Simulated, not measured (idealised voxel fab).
The following process module bears the name voxel double patterning.
Shown is cross-section cut, with a width of 160 nm and square cells of size 5 nm.
We lay out every cross-section as a grid of square cells and spell it out in bands from the top down, where one band means one or more rows of cells. Heads up on the band format: heights come first, top then bottom, in nm. After that it's the materials left to right, each with its width in nm. A single material flagged "all across" fills the whole band edge to edge, and "empty" means there's empty space there. Measure heights from 0. That's the level where, below it, the as-received wafer is all one material. The lowest band is bottomless and extends downward; write it as in "0 down". Width spec "30->40" -> top row of cells at first value, bottom row at second value, equal per-row change in between. "same as before" after a step means that no cell of the cross-section changed. The entry titled "Unvented voids" provides the empty spaces that have no open way to the top, restricted to those of 8 cells or more. Each is presented as width x height at distance, the distance being measured from the left edge, with all three in nm. If you see something after the settings on a step's line, that's the simulator's own remark about that step. overlay nm: right-of-plan distance of the mask on a masked step; negative values mean left-of-plan.
Listed below are the process steps as planned:
- 1: op RECEIVE | material Si
- 2: op CONFORMAL_DEP | material SiN | thk nm 5
- 3: op DIRECTIONAL_DEP | material SiO2 | thk nm 20
- 4: op DIRECTIONAL_DEP | material SiCN | thk nm 5
- 5: op DIRECTIONAL_DEP | material aC | thk nm 15
- 6: op PATTERN | tone open | mask id FIRST | material resist | width nm 15 | pitch nm 50 | thk nm 30 | overlay nm 0
- 7: op DIRECTIONAL_ETCH | etch materials aC | depth nm 15
- 8: op STRIP | etch materials resist
- 9: op DIRECTIONAL_ETCH | etch materials SiCN | depth nm 5
- 10: op STRIP | etch materials aC
- 11: op DIRECTIONAL_DEP | material aC | thk nm 10
- 12: op PATTERN | tone open | mask id SECOND | material resist | width nm 15 | thk nm 25 | overlay nm 0
- 13: op DIRECTIONAL_ETCH | etch materials aC | depth nm 10
- 14: op STRIP | etch materials resist
- 15: op DIRECTIONAL_ETCH | etch materials SiCN | depth nm 5
- 16: op STRIP | etch materials aC
- 17: op DIRECTIONAL_ETCH | etch materials SiO2 | depth nm 20
- 18: op STRIP | etch materials SiCN
Below: the first of two wafers, run as planned:
As-received state of the wafer in cross-section, equivalent to post-step 1:
> 0 down: Si all across
> Unvented voids: none
Cross-section: wafer state after step 2:
> 5 to 0: SiN all across
> below 0: unchanged
Cross-section: wafer state after step 3:
> 25 to 5: SiO2 all across
> below 5: unchanged
Cross-section: wafer state after step 4:
> 30 to 25: SiCN all across
> below 25: unchanged
Cross-section: wafer state after step 5:
> 45 to 30: aC all across
> below 30: unchanged
Cross-section: wafer state after step 6:
> 75 to 45: resist: 45, empty: 15, resist: 35, empty: 15, resist: 50
> below 45: unchanged
Cross-section: wafer state after step 7:
> 60 to 45: resist: 45, empty: 15, resist: 35, empty: 15, resist: 50
> 45 to 30: aC: 45, empty: 15, aC: 35, empty: 15, aC: 50
> below 30: unchanged
Cross-section: wafer state after step 8:
> 45 to 30: aC: 45, empty: 15, aC: 35, empty: 15, aC: 50
> below 30: unchanged
Cross-section: wafer state after step 9:
> 45 to 30: aC: 45, empty: 15, aC: 35, empty: 15, aC: 50
> 30 to 25: SiCN: 45, empty: 15, SiCN: 35, empty: 15, SiCN: 50
> below 25: unchanged
Cross-section: wafer state after step 10:
> 30 to 25: SiCN: 45, empty: 15, SiCN: 35, empty: 15, SiCN: 50
> below 25: unchanged
Cross-section: wafer state after step 11:
> 40 to 35: aC: 45, empty: 15, aC: 35, empty: 15, aC: 50
> 35 to 30: aC all across
> 30 to 25: SiCN: 45, aC: 15, SiCN: 35, aC: 15, SiCN: 50
> below 25: unchanged
Cross-section: wafer state after step 12:
> 65 to 40: resist: 70, empty: 15, resist: 75
> 40 to 35: aC: 45, resist: 15, aC: 35, resist: 15, aC: 50
> below 35: unchanged
Cross-section: wafer state after step 13:
> 55 to 40: resist: 70, empty: 15, resist: 75
> 40 to 35: aC: 45, resist: 15, aC: 10, empty: 15, aC: 10, resist: 15, aC: 50
> 35 to 30: aC: 70, empty: 15, aC: 75
> below 30: unchanged
Cross-section: wafer state after step 14:
> 40 to 35: aC: 45, empty: 15, aC: 10, empty: 15, aC: 10, empty: 15, aC: 50
> below 35: unchanged
Cross-section: wafer state after step 15:
> 40 to 35: aC: 45, empty: 15, aC: 10, empty: 15, aC: 10, empty: 15, aC: 50
> 35 to 30: aC: 70, empty: 15, aC: 75
> 30 to 25: SiCN: 45, aC: 15, SiCN: 10, empty: 15, SiCN: 10, aC: 15, SiCN: 50
> below 25: unchanged
Cross-section: wafer state after step 16:
> 30 to 25: SiCN: 45, empty: 15, SiCN: 10, empty: 15, SiCN: 10, empty: 15, SiCN: 50
> below 25: unchanged
Cross-section: wafer state after step 17:
> 30 to 25: SiCN: 45, empty: 15, SiCN: 10, empty: 15, SiCN: 10, empty: 15, SiCN: 50
> 25 to 5: SiO2: 45, empty: 15, SiO2: 10, empty: 15, SiO2: 10, empty: 15, SiO2: 50
> below 5: unchanged
Cross-section: wafer state after step 18:
> 25 to 5: SiO2: 45, empty: 15, SiO2: 10, empty: 15, SiO2: 10, empty: 15, SiO2: 50
> below 5: unchanged
Second wafer, same starting conditions and recipe as the first, one mistake in executing it, nothing differs from the first up to and including step 11:
Second wafer profile in section, at the moment step 12 of the plan was meant to be complete:
> 65 to 40: resist: 70, empty: 20, resist: 70
> 40 to 35: aC: 45, resist: 15, aC: 35, resist: 15, aC: 50
> below 35: unchanged
Second wafer profile in section, at the moment step 13 of the plan was meant to be complete:
> 55 to 40: resist: 70, empty: 20, resist: 70
> 40 to 35: aC: 45, resist: 15, aC: 10, empty: 20, aC: 5, resist: 15, aC: 50
> 35 to 30: aC: 70, empty: 20, aC: 70
> below 30: unchanged
Second wafer profile in section, at the moment step 14 of the plan was meant to be complete:
> 40 to 35: aC: 45, empty: 15, aC: 10, empty: 20, aC: 5, empty: 15, aC: 50
> below 35: unchanged
Second wafer profile in section, at the moment step 15 of the plan was meant to be complete:
> 40 to 35: aC: 45, empty: 15, aC: 10, empty: 20, aC: 5, empty: 15, aC: 50
> 35 to 30: aC: 70, empty: 20, aC: 70
> 30 to 25: SiCN: 45, aC: 15, SiCN: 10, empty: 20, SiCN: 5, aC: 15, SiCN: 50
> below 25: unchanged
Second wafer profile in section, at the moment step 16 of the plan was meant to be complete:
> 30 to 25: SiCN: 45, empty: 15, SiCN: 10, empty: 20, SiCN: 5, empty: 15, SiCN: 50
> below 25: unchanged
Second wafer profile in section, at the moment step 17 of the plan was meant to be complete:
> 30 to 25: SiCN: 45, empty: 15, SiCN: 10, empty: 20, SiCN: 5, empty: 15, SiCN: 50
> 25 to 5: SiO2: 45, empty: 15, SiO2: 10, empty: 20, SiO2: 5, empty: 15, SiO2: 50
> below 5: unchanged
Second wafer profile in section, at the moment step 18 of the plan was meant to be complete:
> 25 to 5: SiO2: 45, empty: 15, SiO2: 10, empty: 20, SiO2: 5, empty: 15, SiO2: 50
> below 5: unchanged
Finding, execution versus plan: step 12: run off-plan, actual operation and settings op PATTERN | tone open | mask id SECOND | material resist | width nm 20 | thk nm 25 | overlay nm 0
The second wafer ends with more or fewer cells of some materials than the first, per final count: SiO2: 4 fewer
